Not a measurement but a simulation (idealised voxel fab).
This is a process module. Its name is voxel transistor to metal.
The width of the displayed cross-section, cut, is 190 nm; its cells are square, with a size of 5 nm.
Cross-section layout: square cells on a grid; listed as bands, top to bottom; a band spans one or more cell rows. In this notation a band is specified by the heights of its top and bottom, in that order and in nm, after which its materials appear from left to right, each paired with its width in nm. The word "throughout" attached to a single material means that material fills the band from edge to edge; the word "empty" stands for empty space. Heights are expressed relative to 0, this being the level below which the as-received wafer comprises one material exclusively. The lowest band is unbounded in the downward direction and is denoted as in "from 0 down". The two numbers in a width such as "30..40" mark its ends across the band: the first belongs to the top row of cells, the second to the bottom row, and from each row to the next the width moves by the same amount. Step marked "no modification"? Then no cell in the cross-section changed in it. Closed cavity list: empty space of 8 cells or more with no open way to the top, each as width x height at its distance from the left edge, in nm. Where a step's line continues beyond its settings, the continuation is a remark by the simulator itself on that step. The setting "overlay nm" may be written on the line of a step. When the step uses a mask, the value reports how far to the right of the planned place the mask lay, and a negative value reports that it lay to the left. Note on reading: below, each pair holds a cross-section from before one process step and one from after it; the one from after shows only down to the lowest band that changed. Beneath the pair, the step in between is stated along with its settings. The pairs can stem from different runs of this module on the same starting wafer. Where a pair's entry headed "Status before step" says so, and only there, that pair continues from the pair above it.

Status before step
* from 40 to 25: empty 65, then SiN 10, then SiO2 5, then SiCN 25, then SiO2 5, then SiN 10, then empty 70
* from 25 to 0: empty 65, then SiN 10, then SiO2 5, then polySi 25, then SiO2 5, then SiN 10, then empty 70
* from 0 to -5: SiO2 throughout
* from -5 to -10: SiO2 40, then Si 105, then SiO2 45
* from -10 to -35: SiO2 35, then Si 115, then SiO2 40
* from -35 down: Si throughout
* Closed cavity list: none

Section After Processing
* from 40 to 35: empty 65, then SiN 10, then empty 5, then SiCN 25, then empty 5, then SiN 10, then empty 70
* from 35 to 25: empty 65, then SiN 10, then SiO2 5, then SiCN 25, then SiO2 5, then SiN 10, then empty 70
* from 25 to 0: empty 65, then SiN 10, then SiO2 5, then polySi 25, then SiO2 5, then SiN 10, then empty 70
* from 0 to -5: empty 65, then SiO2 55, then empty 70
* Everything under -5 stays put, no change at all.
* Closed cavity list: none
Process step (between the before and after cross-sections above): DIRECTIONAL_ETCH, etch materials SiO2, depth nm 5

Status before step: carried over from the after image of the pair right above.

Section After Processing
* from 40 to 35: empty 65, then SiN 10, then empty 5, then SiCN 25, then empty 5, then SiN 10, then empty 70
* from 35 to 25: empty 65, then SiN 10, then SiO2 5, then SiCN 25, then SiO2 5, then SiN 10, then empty 70
* from 25 to 0: empty 65, then SiN 10, then SiO2 5, then polySi 25, then SiO2 5, then SiN 10, then empty 70
* from 0 to -5: empty 35, then nSi 30, then SiO2 55, then nSi 30, then empty 40
* Everything under -5 stays put, no change at all.
* Closed cavity list: none
Process step (between the before and after cross-sections above): EPI, material nSi, thk nm 5

Status before step: carried over from the after image of the pair right above.

Section After Processing
* from 50 to 40: SiO2 throughout
* from 40 to 25: SiO2 65, then SiN 10, then SiO2 5, then SiCN 25, then SiO2 5, then SiN 10, then SiO2 70
* from 25 to 0: SiO2 65, then SiN 10, then SiO2 5, then polySi 25, then SiO2 5, then SiN 10, then SiO2 70
* from 0 to -5: SiO2 35, then nSi 30, then SiO2 55, then nSi 30, then SiO2 40
* Everything under -5 stays put, no change at all.
* Closed cavity list: none
Process step (between the before and after cross-sections above): FILL_DEP, material SiO2, thk nm 10

Status before step: carried over from the after image of the pair right above.

Section After Processing
* from 40 to 25: SiO2 65, then SiN 10, then SiO2 5, then SiCN 25, then SiO2 5, then SiN 10, then SiO2 70
* Everything under 25 stays put, no change at all.
* Closed cavity list: none
Process step (between the before and after cross-sections above): CMP, height nm 40

Status before step: carried over from the after image of the pair right above.

Section After Processing
* from 50 to 40: SiO2 throughout
* Everything under 40 stays put, no change at all.
* Closed cavity list: none
Process step (between the before and after cross-sections above): DIRECTIONAL_DEP, material SiO2, thk nm 10

Status before step: carried over from the after image of the pair right above.

Section After Processing
* from 60 to 50: aC throughout
* Everything under 50 stays put, no change at all.
* Closed cavity list: none
Process step (between the before and after cross-sections above): DIRECTIONAL_DEP, material aC, thk nm 10

Status before step: carried over from the after image of the pair right above.

Section After Processing
* from 85 to 60: resist 45, then empty 20, then resist 55, then empty 20, then resist 50
* Everything under 60 stays put, no change at all.
* Closed cavity list: none
Process step (between the before and after cross-sections above): PATTERN, tone open, mask id CONTACT, material resist, width nm 20, pitch nm 75, thk nm 25, overlay nm 0

Status before step: carried over from the after image of the pair right above.

Section After Processing
* from 75 to 60: resist 45, then empty 20, then resist 55, then empty 20, then resist 50
* from 60 to 50: aC 45, then empty 20, then aC 55, then empty 20, then aC 50
* Everything under 50 stays put, no change at all.
* Closed cavity list: none
Process step (between the before and after cross-sections above): DIRECTIONAL_ETCH, etch materials aC, depth nm 10

Status before step: carried over from the after image of the pair right above.

Section After Processing
* from 60 to 50: aC 45, then empty 20, then aC 55, then empty 20, then aC 50
* Everything under 50 stays put, no change at all.
* Closed cavity list: none
Process step (between the before and after cross-sections above): STRIP, etch materials resist

Status before step: carried over from the after image of the pair right above.

Section After Processing
* from 60 to 50: aC 45, then empty 20, then aC 55, then empty 20, then aC 50
* from 50 to 40: SiO2 45, then empty 20, then SiO2 55, then empty 20, then SiO2 50
* from 40 to 25: SiO2 45, then empty 20, then SiN 10, then SiO2 5, then SiCN 25, then SiO2 5, then SiN 10, then empty 20, then SiO2 50
* from 25 to 0: SiO2 45, then empty 20, then SiN 10, then SiO2 5, then polySi 25, then SiO2 5, then SiN 10, then empty 20, then SiO2 50
* Everything under 0 stays put, no change at all.
* Closed cavity list: none
Process step (between the before and after cross-sections above): DIRECTIONAL_ETCH, etch materials SiO2, depth nm 50

Status before step: carried over from the after image of the pair right above.

Section After Processing
* from 50 to 40: SiO2 45, then empty 20, then SiO2 55, then empty 20, then SiO2 50
* Everything under 40 stays put, no change at all.
* Closed cavity list: none
Process step (between the before and after cross-sections above): STRIP, etch materials aC

Status before step: carried over from the after image of the pair right above.

Section After Processing
* from 55 to 50: TiN 50, then empty 10, then TiN 65, then empty 10, then TiN 55
* from 50 to 40: SiO2 45, then TiN 5, then empty 10, then TiN 5, then SiO2 55, then TiN 5, then empty 10, then TiN 5, then SiO2 50
* from 40 to 25: SiO2 45, then TiN 5, then empty 10, then TiN 5, then SiN 10, then SiO2 5, then SiCN 25, then SiO2 5, then SiN 10, then TiN 5, then empty 10, then TiN 5, then SiO2 50
* from 25 to 5: SiO2 45, then TiN 5, then empty 10, then TiN 5, then SiN 10, then SiO2 5, then polySi 25, then SiO2 5, then SiN 10, then TiN 5, then empty 10, then TiN 5, then SiO2 50
* from 5 to 0: SiO2 45, then TiN 20, then SiN 10, then SiO2 5, then polySi 25, then SiO2 5, then SiN 10, then TiN 20, then SiO2 50
* Everything under 0 stays put, no change at all.
* Closed cavity list: none
Process step (between the before and after cross-sections above): CONFORMAL_DEP, material TiN, thk nm 5

Status before step: carried over from the after image of the pair right above.

Section After Processing
* from 60 to 55: Ru throughout
* from 55 to 50: TiN 50, then Ru 10, then TiN 65, then Ru 10, then TiN 55
* from 50 to 40: SiO2 45, then TiN 5, then Ru 10, then TiN 5, then SiO2 55, then TiN 5, then Ru 10, then TiN 5, then SiO2 50
* from 40 to 25: SiO2 45, then TiN 5, then Ru 10, then TiN 5, then SiN 10, then SiO2 5, then SiCN 25, then SiO2 5, then SiN 10, then TiN 5, then Ru 10, then TiN 5, then SiO2 50
* from 25 to 5: SiO2 45, then TiN 5, then Ru 10, then TiN 5, then SiN 10, then SiO2 5, then polySi 25, then SiO2 5, then SiN 10, then TiN 5, then Ru 10, then TiN 5, then SiO2 50
* Everything under 5 stays put, no change at all.
* Closed cavity list: none
Process step (between the before and after cross-sections above): FILL_DEP, material Ru, thk nm 5

Status before step: carried over from the after image of the pair right above.

Section After Processing
* from 50 to 40: SiO2 45, then TiN 5, then Ru 10, then TiN 5, then SiO2 55, then TiN 5, then Ru 10, then TiN 5, then SiO2 50
* Everything under 40 stays put, no change at all.
* Closed cavity list: none
Process step (between the before and after cross-sections above): CMP, height nm 50

Status before step: carried over from the after image of the pair right above.

Section After Processing
* from 55 to 50: TiN throughout
* Everything under 50 stays put, no change at all.
* Closed cavity list: none
Process step (between the before and after cross-sections above): DIRECTIONAL_DEP, material TiN, thk nm 5

Status before step: carried over from the after image of the pair right above.

Section After Processing
* from 75 to 55: W throughout
* Everything under 55 stays put, no change at all.
* Closed cavity list: none
Process step (between the before and after cross-sections above): DIRECTIONAL_DEP, material W, thk nm 20

Status before step: carried over from the after image of the pair right above.

Section After Processing
* from 75 to 55: empty 45, then W 20, then empty 55, then W 20, then empty 50
* Everything under 55 stays put, no change at all.
* Closed cavity list: none
Process step (between the before and after cross-sections above): MASKED_ETCH, tone cover, mask id METAL_1, width nm 20, pitch nm 75, etch materials W, depth nm 20, overlay nm 0

Status before step: carried over from the after image of the pair right above.

Section After Processing
* from 75 to 55: empty 45, then W 20, then empty 55, then W 20, then empty 50
* from 55 to 50: empty 45, then TiN 20, then empty 55, then TiN 20, then empty 50
* Everything under 50 stays put, no change at all.
* Closed cavity list: none
Process step (between the before and after cross-sections above): MASKED_ETCH, tone cover, mask id METAL_1, width nm 20, pitch nm 75, etch materials TiN, depth nm 5, overlay nm 0

Status before step: carried over from the after image of the pair right above.

Section After Processing
* from 80 to 75: SiO2 throughout
* from 75 to 55: SiO2 45, then W 20, then SiO2 55, then W 20, then SiO2 50
* from 55 to 50: SiO2 45, then TiN 20, then SiO2 55, then TiN 20, then SiO2 50
* Everything under 50 stays put, no change at all.
* Closed cavity list: none
Process step (between the before and after cross-sections above): FILL_DEP, material SiO2, thk nm 5

Status before step: carried over from the after image of the pair right above.

Section After Processing
* from 75 to 55: SiO2 45, then W 20, then SiO2 55, then W 20, then SiO2 50
* Everything under 55 stays put, no change at all.
* Closed cavity list: none
Process step (between the before and after cross-sections above): CMP, height nm 75

Status before step: carried over from the after image of the pair right above.

Section After Processing
* from 80 to 75: SiCN throughout
* Everything under 75 stays put, no change at all.
* Closed cavity list: none
Process step (between the before and after cross-sections above): CONFORMAL_DEP, material SiCN, thk nm 5

Status before step: carried over from the after image of the pair right above.

Section After Processing
* from 115 to 80: lowk throughout
* Everything under 80 stays put, no change at all.
* Closed cavity list: none
Process step (between the before and after cross-sections above): DIRECTIONAL_DEP, material lowk, thk nm 35

Status before step: carried over from the after image of the pair right above.

Section After Processing
* from 115 to 95: lowk 45, then empty 20, then lowk 55, then empty 20, then lowk 50
* Everything under 95 stays put, no change at all.
* Closed cavity list: none
Process step (between the before and after cross-sections above): MASKED_ETCH, tone open, mask id METAL_2, width nm 20, pitch nm 75, etch materials lowk, depth nm 20, overlay nm 0

Status before step: carried over from the after image of the pair right above.

Section After Processing
* from 130 to 115: resist 45, then empty 15, then resist 60, then empty 15, then resist 55
* from 115 to 95: lowk 45, then empty 15, then resist 5, then lowk 55, then empty 15, then resist 5, then lowk 50
* Everything under 95 stays put, no change at all.
* Closed cavity list: none
Process step (between the before and after cross-sections above): PATTERN, tone open, mask id METAL_2_HOLES, material resist, width nm 15, pitch nm 75, thk nm 15, overlay nm 0

Status before step: carried over from the after image of the pair right above.

Section After Processing
* from 130 to 115: resist 45, then empty 15, then resist 60, then empty 15, then resist 55
* from 115 to 95: lowk 45, then empty 15, then resist 5, then lowk 55, then empty 15, then resist 5, then lowk 50
* from 95 to 80: lowk 45, then empty 15, then lowk 60, then empty 15, then lowk 55
* Everything under 80 stays put, no change at all.
* Closed cavity list: none
Process step (between the before and after cross-sections above): DIRECTIONAL_ETCH, etch materials lowk, depth nm 15

Status before step: carried over from the after image of the pair right above.

Section After Processing
* from 130 to 115: resist 45, then empty 15, then resist 60, then empty 15, then resist 55
* from 115 to 95: lowk 45, then empty 15, then resist 5, then lowk 55, then empty 15, then resist 5, then lowk 50
* from 95 to 80: lowk 45, then empty 15, then lowk 60, then empty 15, then lowk 55
* from 80 to 75: SiCN 45, then empty 15, then SiCN 60, then empty 15, then SiCN 55
* Everything under 75 stays put, no change at all.
* Closed cavity list: none
Process step (between the before and after cross-sections above): DIRECTIONAL_ETCH, etch materials SiCN, depth nm 5

Status before step: carried over from the after image of the pair right above.

Section After Processing
* from 115 to 95: lowk 45, then empty 20, then lowk 55, then empty 20, then lowk 50
* Everything under 95 stays put, no change at all.
* Closed cavity list: none
Process step (between the before and after cross-sections above): STRIP, etch materials resist

Status before step: carried over from the after image of the pair right above.

Section After Processing
* from 120 to 115: TiN 50, then empty 10, then TiN 65, then empty 10, then TiN 55
* from 115 to 100: lowk 45, then TiN 5, then empty 10, then TiN 5, then lowk 55, then TiN 5, then empty 10, then TiN 5, then lowk 50
* from 100 to 95: lowk 45, then TiN 5, then empty 5, then TiN 10, then lowk 55, then TiN 5, then empty 5, then TiN 10, then lowk 50
* from 95 to 80: lowk 45, then TiN 5, then empty 5, then TiN 5, then lowk 60, then TiN 5, then empty 5, then TiN 5, then lowk 55
* from 80 to 75: SiCN 45, then TiN 15, then SiCN 60, then TiN 15, then SiCN 55
* Everything under 75 stays put, no change at all.
* Closed cavity list: none
Process step (between the before and after cross-sections above): CONFORMAL_DEP, material TiN, thk nm 5

Status before step: carried over from the after image of the pair right above.

Section After Processing
* from 130 to 120: Ru throughout
* from 120 to 115: TiN 50, then Ru 10, then TiN 65, then Ru 10, then TiN 55
* from 115 to 100: lowk 45, then TiN 5, then Ru 10, then TiN 5, then lowk 55, then TiN 5, then Ru 10, then TiN 5, then lowk 50
* from 100 to 95: lowk 45, then TiN 5, then Ru 5, then TiN 10, then lowk 55, then TiN 5, then Ru 5, then TiN 10, then lowk 50
* from 95 to 80: lowk 45, then TiN 5, then Ru 5, then TiN 5, then lowk 60, then TiN 5, then Ru 5, then TiN 5, then lowk 55
* Everything under 80 stays put, no change at all.
* Closed cavity list: none
Process step (between the before and after cross-sections above): FILL_DEP, material Ru, thk nm 10

Status before step: carried over from the after image of the pair right above.

Section After Processing
* from 115 to 100: lowk 45, then TiN 5, then Ru 10, then TiN 5, then lowk 55, then TiN 5, then Ru 10, then TiN 5, then lowk 50
* Everything under 100 stays put, no change at all.
* Closed cavity list: none
Process step (between the before and after cross-sections above): CMP, height nm 115

Status before step: carried over from the after image of the pair right above.

Section After Processing
* from 120 to 115: SiCN throughout
* Everything under 115 stays put, no change at all.
* Closed cavity list: none
Process step (between the before and after cross-sections above): CONFORMAL_DEP, material SiCN, thk nm 5

Status before step
* from 115 to 95: lowk 45, then empty 20, then lowk 55, then empty 20, then lowk 50
* from 95 to 80: lowk throughout
* from 80 to 75: SiCN throughout
* from 75 to 55: SiO2 45, then W 20, then SiO2 55, then W 20, then SiO2 50
* from 55 to 50: SiO2 45, then TiN 20, then SiO2 55, then TiN 20, then SiO2 50
* from 50 to 40: SiO2 45, then TiN 5, then Ru 10, then TiN 5, then SiO2 55, then TiN 5, then Ru 10, then TiN 5, then SiO2 50
* from 40 to 25: SiO2 45, then TiN 5, then Ru 10, then TiN 5, then SiN 10, then SiO2 5, then SiCN 25, then SiO2 5, then SiN 10, then TiN 5, then Ru 10, then TiN 5, then SiO2 50
* from 25 to 5: SiO2 45, then TiN 5, then Ru 10, then TiN 5, then SiN 10, then SiO2 5, then polySi 25, then SiO2 5, then SiN 10, then TiN 5, then Ru 10, then TiN 5, then SiO2 50
* from 5 to 0: SiO2 45, then TiN 20, then SiN 10, then SiO2 5, then polySi 25, then SiO2 5, then SiN 10, then TiN 20, then SiO2 50
* from 0 to -5: SiO2 30, then nSi 35, then SiO2 55, then nSi 35, then SiO2 35
* from -5 to -35: SiO2 35, then Si 115, then SiO2 40
* from -35 down: Si throughout
* Closed cavity list: none

Section After Processing
* from 115 to 80: lowk 45, then empty 20, then lowk 55, then empty 20, then lowk 50
* Everything under 80 stays put, no change at all.
* Closed cavity list: none
Process step (between the before and after cross-sections above): MASKED_ETCH, tone open, mask id METAL_2, width nm 20, pitch nm 75, etch materials lowk, depth nm 20, overlay nm 0

Status before step: carried over from the after image of the pair right above.

Section After Processing
* from 130 to 115: resist 45, then empty 15, then resist 60, then empty 15, then resist 55
* from 115 to 80: lowk 45, then empty 15, then resist 5, then lowk 55, then empty 15, then resist 5, then lowk 50
* Everything under 80 stays put, no change at all.
* Closed cavity list: none
Process step (between the before and after cross-sections above): PATTERN, tone open, mask id METAL_2_HOLES, material resist, width nm 15, pitch nm 75, thk nm 15, overlay nm 0

Status before step: carried over from the after image of the pair right above.

Section After Processing
* from 130 to 115: resist 45, then empty 15, then resist 60, then empty 15, then resist 55
* from 115 to 80: lowk 45, then empty 15, then resist 5, then lowk 55, then empty 15, then resist 5, then lowk 50
* from 80 to 75: SiCN 45, then empty 15, then SiCN 60, then empty 15, then SiCN 55
* Everything under 75 stays put, no change at all.
* Closed cavity list: none
Process step (between the before and after cross-sections above): DIRECTIONAL_ETCH, etch materials SiCN, depth nm 5

Status before step: carried over from the after image of the pair right above.

Section After Processing
* from 115 to 80: lowk 45, then empty 20, then lowk 55, then empty 20, then lowk 50
* Everything under 80 stays put, no change at all.
* Closed cavity list: none
Process step (between the before and after cross-sections above): STRIP, etch materials resist

Status before step: carried over from the after image of the pair right above.

Section After Processing
* from 120 to 115: TiN 50, then empty 10, then TiN 65, then empty 10, then TiN 55
* from 115 to 85: lowk 45, then TiN 5, then empty 10, then TiN 5, then lowk 55, then TiN 5, then empty 10, then TiN 5, then lowk 50
* from 85 to 80: lowk 45, then TiN 5, then empty 5, then TiN 10, then lowk 55, then TiN 5, then empty 5, then TiN 10, then lowk 50
* from 80 to 75: SiCN 45, then TiN 15, then SiCN 60, then TiN 15, then SiCN 55
* Everything under 75 stays put, no change at all.
* Closed cavity list: none
Process step (between the before and after cross-sections above): CONFORMAL_DEP, material TiN, thk nm 5

Status before step: carried over from the after image of the pair right above.

Section After Processing
* from 130 to 120: Ru throughout
* from 120 to 115: TiN 50, then Ru 10, then TiN 65, then Ru 10, then TiN 55
* from 115 to 85: lowk 45, then TiN 5, then Ru 10, then TiN 5, then lowk 55, then TiN 5, then Ru 10, then TiN 5, then lowk 50
* from 85 to 80: lowk 45, then TiN 5, then Ru 5, then TiN 10, then lowk 55, then TiN 5, then Ru 5, then TiN 10, then lowk 50
* Everything under 80 stays put, no change at all.
* Closed cavity list: none
Process step (between the before and after cross-sections above): FILL_DEP, material Ru, thk nm 10

Status before step: carried over from the after image of the pair right above.

Section After Processing
* from 115 to 85: lowk 45, then TiN 5, then Ru 10, then TiN 5, then lowk 55, then TiN 5, then Ru 10, then TiN 5, then lowk 50
* Everything under 85 stays put, no change at all.
* Closed cavity list: none
Process step (between the before and after cross-sections above): CMP, height nm 115

Status before step: carried over from the after image of the pair right above.

Section After Processing
* from 120 to 115: SiCN throughout
* Everything under 115 stays put, no change at all.
* Closed cavity list: none
Process step (between the before and after cross-sections above): CONFORMAL_DEP, material SiCN, thk nm 5

Status before step
* from 20 to 5: empty 35, then SiN 115, then empty 40
* from 5 to 0: SiO2 throughout
* from 0 to -35: SiO2 35, then Si 115, then SiO2 40
* from -35 down: Si throughout
* Closed cavity list: none

Section After Processing
* from 20 to 5: empty 35, then SiN 115, then empty 40
* from 5 to 0: empty 40, then SiO2 105, then empty 45
* Everything under 0 stays put, no change at all.
* Closed cavity list: none
Process step (between the before and after cross-sections above): SELECTIVE_ETCH, etch materials SiO2, depth nm 5

Status before step: carried over from the after image of the pair right above.

Section After Processing
* from 5 to 0: empty 40, then SiO2 105, then empty 45
* Everything under 0 stays put, no change at all.
* Closed cavity list: none
Process step (between the before and after cross-sections above): STRIP, etch materials SiN

Status before step: carried over from the after image of the pair right above.

Section After Processing
* from 5 to 0: empty 40, then SiO2 105, then empty 45
* from 0 to -5: SiO2 45, then Si 95, then SiO2 50
* Everything under -5 stays put, no change at all.
* Closed cavity list: none
Process step (between the before and after cross-sections above): OXIDIZE, depth nm 5

Status before step: carried over from the after image of the pair right above.

Section After Processing
* from 30 to 25: empty 40, then polySi 105, then empty 45
* from 25 to 5: polySi throughout
* from 5 to 0: polySi 40, then SiO2 105, then polySi 45
* Everything under 0 stays put, no change at all.
* Closed cavity list: none
Process step (between the before and after cross-sections above): DIRECTIONAL_DEP, material polySi, thk nm 25

Status before step: carried over from the after image of the pair right above.

Section After Processing
* from 45 to 40: empty 40, then SiCN 105, then empty 45
* from 40 to 30: SiCN throughout
* from 30 to 25: SiCN 40, then polySi 105, then SiCN 45
* Everything under 25 stays put, no change at all.
* Closed cavity list: none
Process step (between the before and after cross-sections above): DIRECTIONAL_DEP, material SiCN, thk nm 15

Status before step: carried over from the after image of the pair right above.

Section After Processing
* from 60 to 55: empty 40, then aC 105, then empty 45
* from 55 to 45: aC throughout
* from 45 to 40: aC 40, then SiCN 105, then aC 45
* Everything under 40 stays put, no change at all.
* Closed cavity list: none
Process step (between the before and after cross-sections above): DIRECTIONAL_DEP, material aC, thk nm 15

Status before step: carried over from the after image of the pair right above.

Section After Processing
* from 90 to 60: empty 80, then resist 25, then empty 85
* Everything under 60 stays put, no change at all.
* Closed cavity list: none
Process step (between the before and after cross-sections above): PATTERN, tone cover, mask id GATE, material resist, width nm 25, thk nm 30, overlay nm 0

Status before step: carried over from the after image of the pair right above.

Section After Processing
* from 75 to 60: empty 80, then resist 25, then empty 85
* from 60 to 45: empty 80, then aC 25, then empty 85
* from 45 to 40: empty 40, then SiCN 105, then empty 45
* Everything under 40 stays put, no change at all.
* Closed cavity list: none
Process step (between the before and after cross-sections above): DIRECTIONAL_ETCH, etch materials aC, depth nm 15

Status before step: carried over from the after image of the pair right above.

Section After Processing
* from 60 to 45: empty 80, then aC 25, then empty 85
* Everything under 45 stays put, no change at all.
* Closed cavity list: none
Process step (between the before and after cross-sections above): STRIP, etch materials resist

Status before step: carried over from the after image of the pair right above.

Section After Processing
* from 60 to 45: empty 80, then aC 25, then empty 85
* from 45 to 30: empty 80, then SiCN 25, then empty 85
* from 30 to 25: empty 40, then polySi 105, then empty 45
* Everything under 25 stays put, no change at all.
* Closed cavity list: none
Process step (between the before and after cross-sections above): DIRECTIONAL_ETCH, etch materials SiCN, depth nm 25

Status before step: carried over from the after image of the pair right above.

Section After Processing
* from 60 to 45: empty 80, then aC 25, then empty 85
* from 45 to 30: empty 80, then SiCN 25, then empty 85
* from 30 to 5: empty 80, then polySi 25, then empty 85
* from 5 to 0: empty 40, then SiO2 105, then empty 45
* Everything under 0 stays put, no change at all.
* Closed cavity list: none
Process step (between the before and after cross-sections above): DIRECTIONAL_ETCH, etch materials polySi, depth nm 35

Status before step: carried over from the after image of the pair right above.

Section After Processing
* from 45 to 30: empty 80, then SiCN 25, then empty 85
* Everything under 30 stays put, no change at all.
* Closed cavity list: none
Process step (between the before and after cross-sections above): STRIP, etch materials aC

Status before step: carried over from the after image of the pair right above.

Section After Processing
* from 50 to 45: empty 75, then SiO2 35, then empty 80
* from 45 to 30: empty 75, then SiO2 5, then SiCN 25, then SiO2 5, then empty 80
* from 30 to 10: empty 75, then SiO2 5, then polySi 25, then SiO2 5, then empty 80
* from 10 to 5: empty 35, then SiO2 45, then polySi 25, then SiO2 45, then empty 40
* from 5 to 0: SiO2 throughout
* Everything under 0 stays put, no change at all.
* Closed cavity list: none
Process step (between the before and after cross-sections above): CONFORMAL_DEP, material SiO2, thk nm 5

Status before step: carried over from the after image of the pair right above.

Section After Processing
* from 45 to 30: empty 75, then SiO2 5, then SiCN 25, then SiO2 5, then empty 80
* from 30 to 5: empty 75, then SiO2 5, then polySi 25, then SiO2 5, then empty 80
* from 5 to 0: empty 35, then SiO2 115, then empty 40
* Everything under 0 stays put, no change at all.
* Closed cavity list: none
Process step (between the before and after cross-sections above): DIRECTIONAL_ETCH, etch materials SiO2, depth nm 5

Status before step: carried over from the after image of the pair right above.

Section After Processing
* from 55 to 45: empty 65, then SiN 55, then empty 70
* from 45 to 30: empty 65, then SiN 10, then SiO2 5, then SiCN 25, then SiO2 5, then SiN 10, then empty 70
* from 30 to 15: empty 65, then SiN 10, then SiO2 5, then polySi 25, then SiO2 5, then SiN 10, then empty 70
* from 15 to 10: empty 25, then SiN 50, then SiO2 5, then polySi 25, then SiO2 5, then SiN 50, then empty 30
* from 10 to 5: SiN 75, then SiO2 5, then polySi 25, then SiO2 5, then SiN 80
* from 5 to 0: SiN 35, then SiO2 115, then SiN 40
* Everything under 0 stays put, no change at all.
* Closed cavity list: none
Process step (between the before and after cross-sections above): CONFORMAL_DEP, material SiN, thk nm 10

Status before step: carried over from the after image of the pair right above.

Section After Processing
* from 45 to 30: empty 65, then SiN 10, then SiO2 5, then SiCN 25, then SiO2 5, then SiN 10, then empty 70
* from 30 to 5: empty 65, then SiN 10, then SiO2 5, then polySi 25, then SiO2 5, then SiN 10, then empty 70
* from 5 to 0: empty 25, then SiN 10, then SiO2 115, then SiN 10, then empty 30
* Everything under 0 stays put, no change at all.
* Closed cavity list: none
Process step (between the before and after cross-sections above): DIRECTIONAL_ETCH, etch materials SiN, depth nm 10

Status before step: carried over from the after image of the pair right above.

Section After Processing
* from 45 to 40: empty 65, then SiN 10, then empty 5, then SiCN 25, then empty 5, then SiN 10, then empty 70
* from 40 to 30: empty 65, then SiN 10, then SiO2 5, then SiCN 25, then SiO2 5, then SiN 10, then empty 70
* from 30 to 5: empty 65, then SiN 10, then SiO2 5, then polySi 25, then SiO2 5, then SiN 10, then empty 70
* from 5 to 0: empty 25, then SiN 10, then empty 30, then SiO2 55, then empty 30, then SiN 10, then empty 30
* from 0 to -5: empty 25, then SiO2 20, then Si 95, then SiO2 20, then empty 30
* Everything under -5 stays put, no change at all.
* Closed cavity list: none
Process step (between the before and after cross-sections above): DIRECTIONAL_ETCH, etch materials SiO2, depth nm 5

Status before step: carried over from the after image of the pair right above.

Section After Processing
* from 45 to 40: empty 65, then SiN 10, then empty 5, then SiCN 25, then empty 5, then SiN 10, then empty 70
* from 40 to 30: empty 65, then SiN 10, then SiO2 5, then SiCN 25, then SiO2 5, then SiN 10, then empty 70
* from 30 to 5: empty 65, then SiN 10, then SiO2 5, then polySi 25, then SiO2 5, then SiN 10, then empty 70
* from 5 to 0: empty 25, then SiN 10, then empty 5, then nSi 25, then SiO2 55, then nSi 25, then empty 5, then SiN 10, then empty 30
* Everything under 0 stays put, no change at all.
* Closed cavity list: none
Process step (between the before and after cross-sections above): EPI, material nSi, thk nm 5

Status before step: carried over from the after image of the pair right above.

Section After Processing
* from 55 to 45: SiO2 throughout
* from 45 to 30: SiO2 65, then SiN 10, then SiO2 5, then SiCN 25, then SiO2 5, then SiN 10, then SiO2 70
* from 30 to 5: SiO2 65, then SiN 10, then SiO2 5, then polySi 25, then SiO2 5, then SiN 10, then SiO2 70
* from 5 to 0: SiO2 25, then SiN 10, then SiO2 5, then nSi 25, then SiO2 55, then nSi 25, then SiO2 5, then SiN 10, then SiO2 30
* from 0 to -5: SiO2 45, then Si 95, then SiO2 50
* Everything under -5 stays put, no change at all.
* Closed cavity list: none
Process step (between the before and after cross-sections above): FILL_DEP, material SiO2, thk nm 10

Status before step: carried over from the after image of the pair right above.

Section After Processing
* from 40 to 30: SiO2 65, then SiN 10, then SiO2 5, then SiCN 25, then SiO2 5, then SiN 10, then SiO2 70
* Everything under 30 stays put, no change at all.
* Closed cavity list: none
Process step (between the before and after cross-sections above): CMP, height nm 40

Status before step: carried over from the after image of the pair right above.

Section After Processing
* from 50 to 40: SiO2 throughout
* Everything under 40 stays put, no change at all.
* Closed cavity list: none
Process step (between the before and after cross-sections above): DIRECTIONAL_DEP, material SiO2, thk nm 10

Status before step: carried over from the after image of the pair right above.

Section After Processing
* from 60 to 50: aC throughout
* Everything under 50 stays put, no change at all.
* Closed cavity list: none
Process step (between the before and after cross-sections above): DIRECTIONAL_DEP, material aC, thk nm 10

Status before step: carried over from the after image of the pair right above.

Section After Processing
* from 85 to 60: resist 45, then empty 20, then resist 55, then empty 20, then resist 50
* Everything under 60 stays put, no change at all.
* Closed cavity list: none
Process step (between the before and after cross-sections above): PATTERN, tone open, mask id CONTACT, material resist, width nm 20, pitch nm 75, thk nm 25, overlay nm 0

Status before step: carried over from the after image of the pair right above.

Section After Processing
* from 75 to 60: resist 45, then empty 20, then resist 55, then empty 20, then resist 50
* from 60 to 50: aC 45, then empty 20, then aC 55, then empty 20, then aC 50
* Everything under 50 stays put, no change at all.
* Closed cavity list: none
Process step (between the before and after cross-sections above): DIRECTIONAL_ETCH, etch materials aC, depth nm 10

Status before step: carried over from the after image of the pair right above.

Section After Processing
* from 60 to 50: aC 45, then empty 20, then aC 55, then empty 20, then aC 50
* Everything under 50 stays put, no change at all.
* Closed cavity list: none
Process step (between the before and after cross-sections above): STRIP, etch materials resist

Status before step: carried over from the after image of the pair right above.

Section After Processing
* from 60 to 50: aC 45, then empty 20, then aC 55, then empty 20, then aC 50
* from 50 to 40: SiO2 45, then empty 20, then SiO2 55, then empty 20, then SiO2 50
* from 40 to 30: SiO2 45, then empty 20, then SiN 10, then SiO2 5, then SiCN 25, then SiO2 5, then SiN 10, then empty 20, then SiO2 50
* from 30 to 5: SiO2 45, then empty 20, then SiN 10, then SiO2 5, then polySi 25, then SiO2 5, then SiN 10, then empty 20, then SiO2 50
* Everything under 5 stays put, no change at all.
* Closed cavity list: none
Process step (between the before and after cross-sections above): DIRECTIONAL_ETCH, etch materials SiO2, depth nm 50

Status before step: carried over from the after image of the pair right above.

Section After Processing
* from 50 to 40: SiO2 45, then empty 20, then SiO2 55, then empty 20, then SiO2 50
* Everything under 40 stays put, no change at all.
* Closed cavity list: none
Process step (between the before and after cross-sections above): STRIP, etch materials aC
